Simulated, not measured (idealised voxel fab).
process module | voxel spacer lines
cross-section cut | 275 nm wide | cells 5 nm
A cross-section is a grid of square cells, given in bands from the top down. A band is one or more rows of cells.
Each band's line starts with the height of the band's top and of its bottom, in nm. Then come its materials from left to right, each with its width in nm. One material with "throughout" fills the band from edge to edge. "air" is empty space.
Height 0 is the level under which the wafer as received is all one material. The lowest band goes on downwards, as in "0 down".
A width such as "30 to 40" changes by the same amount from each row of cells to the next, from the band's top row to its bottom row.
"no change" after a step means that no cell of the cross-section changed.
closed voids: empty space of 8 cells or more with no open way to the top, each as width x height at its distance from the left edge, in nm
after a step's settings: what the simulator itself notes on the step
overlay nm, on a step with a mask: how far to the right of its planned place the mask lay; to the left if negative
plan
1 op RECEIVE | material Si
2 op CONFORMAL_DEP | material SiO2 | thk nm 5
3 op DIRECTIONAL_DEP | material TiN | thk nm 20
4 op DIRECTIONAL_DEP | material polySi | thk nm 30
5 op PATTERN | tone cover | mask id MANDREL | material resist | width nm 15 | pitch nm 60 | thk nm 40 | overlay nm 0
6 op DIRECTIONAL_ETCH | etch materials polySi | depth nm 30
7 op STRIP | etch materials resist
8 op CONFORMAL_DEP | material SiN | thk nm 15
9 op DIRECTIONAL_ETCH | etch materials SiN | depth nm 15
10 op STRIP | etch materials polySi
11 op DIRECTIONAL_ETCH | etch materials TiN | depth nm 20
12 op STRIP | etch materials SiN
as received, after step 1
  0 down: Si throughout
  closed voids: none
first wafer at the end, as planned
  25 to 5: air 55 | TiN 15 | air 15 | TiN 15 | air 15 | TiN 15 | air 15 | TiN 15 | air 15 | TiN 15 | air 15 | TiN 15 | air 55
  5 to 0: SiO2 throughout
  0 down: Si throughout
  closed voids: none
second wafer at the end: like start, like plan, one mistake
  25 to 20: SiO2 throughout
  20 to 0: TiN throughout
  0 down: Si throughout
  closed voids: none
what went wrong: steps 2 and 3 were swapped
at the end the second wafer has, in cells: 148 more of TiN
